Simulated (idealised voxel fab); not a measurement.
process module | voxel self aligned vias
cross-section cut | 235 nm wide | cells 5 nm
A cross-section is a grid of square cells, given in bands from the top down. A band is one or more rows of cells.
Each band's line starts with the height of the band's top and of its bottom, in nm. Then come its materials from left to right, each with its width in nm. One material with "throughout" fills the band from edge to edge. "air" is empty space.
Height 0 is the level under which the wafer as received is all one material. The lowest band goes on downwards, as in "0 down".
A width such as "30 to 40" changes by the same amount from each row of cells to the next, from the band's top row to its bottom row.
"no change" after a step means that no cell of the cross-section changed.
closed voids: empty space of 8 cells or more with no open way to the top, each as width x height at its distance from the left edge, in nm
after a step's settings: what the simulator itself notes on the step
overlay nm, on a step with a mask: how far to the right of its planned place the mask lay; to the left if negative
plan
1 op RECEIVE | material Si
2 op CONFORMAL_DEP | material SiO2 | thk nm 10
3 op CONFORMAL_DEP | material SiCN | thk nm 5
4 op DIRECTIONAL_DEP | material lowk | thk nm 30
5 op PATTERN | tone open | mask id LINES | material resist | width nm 25 | pitch nm 65 | thk nm 15 | overlay nm 0
6 op DIRECTIONAL_ETCH | etch materials lowk | depth nm 30
7 op STRIP | etch materials resist
8 op CONFORMAL_DEP | material TiN | thk nm 5
9 op FILL_DEP | material Ru | thk nm 5
10 op CMP | height nm 45
11 op SELECTIVE_ETCH | etch materials W Ru TiN | depth nm 5
12 op FILL_DEP | material SiN | thk nm 5
13 op CMP | height nm 45
14 op DIRECTIONAL_DEP | material lowk | thk nm 20
15 op MASKED_ETCH | tone open | mask id VIAS | width nm 35 | pitch nm 65 | etch materials lowk | depth nm 20 | overlay nm 0
16 op MASKED_ETCH | tone open | mask id VIAS | width nm 35 | pitch nm 65 | etch materials SiN | depth nm 5 | overlay nm 0
17 op CONFORMAL_DEP | material TiN | thk nm 5
18 op FILL_DEP | material W | thk nm 10
19 op CMP | height nm 65
20 op CONFORMAL_DEP | material SiN | thk nm 5
as received, after step 1
  0 down: Si throughout
  closed voids: none
a wafer at the end: this start, this plan, one mistake
  70 to 65: SiN throughout
  65 to 50: lowk 35 | TiN 5 | W 25 | TiN 5 | lowk 30 | TiN 5 | W 25 | TiN 5 | lowk 30 | TiN 5 | W 25 | TiN 5 | lowk 35
  50 to 45: lowk 35 | TiN 10 | W 15 | TiN 10 | lowk 30 | TiN 10 | W 15 | TiN 10 | lowk 30 | TiN 10 | W 15 | TiN 10 | lowk 35
  45 to 40: lowk 40 | TiN 25 | lowk 40 | TiN 25 | lowk 40 | TiN 25 | lowk 40
  40 to 20: lowk 40 | TiN 5 | Ru 15 | TiN 5 | lowk 40 | TiN 5 | Ru 15 | TiN 5 | lowk 40 | TiN 5 | Ru 15 | TiN 5 | lowk 40
  20 to 15: lowk 40 | TiN 25 | lowk 40 | TiN 25 | lowk 40 | TiN 25 | lowk 40
  15 to 5: SiO2 throughout
  5 to 0: SiCN throughout
  0 down: Si throughout
  closed voids: none
what went wrong: steps 2 and 3 were swapped
